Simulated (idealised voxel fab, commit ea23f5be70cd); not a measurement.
process module | voxel trench capacitor
cross-section cut | 225 nm wide | cells 5 nm
A cross-section is a grid of square cells, given in bands from the top down. A band is one or more rows of cells.
Each band's line starts with the height of the band's top and of its bottom, in nm. Then come its materials from left to right, each with its width in nm. One material with "throughout" fills the band from edge to edge. "air" is empty space.
Height 0 is the level under which the wafer as received is all one material. The lowest band goes on downwards, as in "0 down".
A width such as "30 to 40" changes by the same amount from each row of cells to the next, from the band's top row to its bottom row.
"no change" after a step means that no cell of the cross-section changed.
closed voids: empty space of 8 cells or more with no open way to the top, each as width x height at its distance from the left edge, in nm
after a step's settings: what the simulator itself notes on the step
overlay nm, on a step with a mask: how far to the right of its planned place the mask lay; to the left if negative
plan
1 op RECEIVE | material Si
2 op CONFORMAL_DEP | material SiN | thk nm 5
3 op PATTERN | tone open | mask id TRENCH | material resist | width nm 25 | pitch nm 45 | thk nm 15 | overlay nm 0
4 op DIRECTIONAL_ETCH | etch materials SiN | depth nm 5
5 op DIRECTIONAL_ETCH | etch materials Si | depth nm 40
6 op STRIP | etch materials resist
7 op CONFORMAL_DEP | material Al2O3 | thk nm 5
8 op FILL_DEP | material polySi | thk nm 5
9 op CMP | height nm -5
varied across the wafers: height nm of step 9. The plan shows the first wafer's value. All wafers start alike
first wafer as received, after step 1
  0 down: Si throughout
  closed voids: none
first wafer at the end, after step 9
  -5 to -35: Si 30 | Al2O3 5 | polySi 15 | Al2O3 5 | Si 20 | Al2O3 5 | polySi 15 | Al2O3 5 | Si 20 | Al2O3 5 | polySi 15 | Al2O3 5 | Si 20 | Al2O3 5 | polySi 15 | Al2O3 5 | Si 35
  -35 to -40: Si 30 | Al2O3 25 | Si 20 | Al2O3 25 | Si 20 | Al2O3 25 | Si 20 | Al2O3 25 | Si 35
  -40 down: Si throughout
  closed voids: none
last wafer at the end
  15 to 10: polySi throughout
  10 to 5: Al2O3 35 | polySi 15 | Al2O3 30 | polySi 15 | Al2O3 30 | polySi 15 | Al2O3 30 | polySi 15 | Al2O3 40
  5 to 0: SiN 30 | Al2O3 5 | polySi 15 | Al2O3 5 | SiN 20 | Al2O3 5 | polySi 15 | Al2O3 5 | SiN 20 | Al2O3 5 | polySi 15 | Al2O3 5 | SiN 20 | Al2O3 5 | polySi 15 | Al2O3 5 | SiN 35
  0 to -35: Si 30 | Al2O3 5 | polySi 15 | Al2O3 5 | Si 20 | Al2O3 5 | polySi 15 | Al2O3 5 | Si 20 | Al2O3 5 | polySi 15 | Al2O3 5 | Si 20 | Al2O3 5 | polySi 15 | Al2O3 5 | Si 35
  -35 to -40: Si 30 | Al2O3 25 | Si 20 | Al2O3 25 | Si 20 | Al2O3 25 | Si 20 | Al2O3 25 | Si 35
  -40 down: Si throughout
  closed voids: none
each wafer at the end: cells of each material gained (+) or lost (-) since it was received, then its closed voids
height nm -5 | +68 Al2O3 | -185 Si | +72 polySi | closed voids: none
height nm 0 | +76 Al2O3 | -160 Si | +84 polySi | closed voids: none
height nm 5 | +84 Al2O3 | -160 Si | +25 SiN | +96 polySi | closed voids: none
height nm 10 | +117 Al2O3 | -160 Si | +25 SiN | +108 polySi | closed voids: none
height nm 15 | +117 Al2O3 | -160 Si | +25 SiN | +153 polySi | closed voids: none
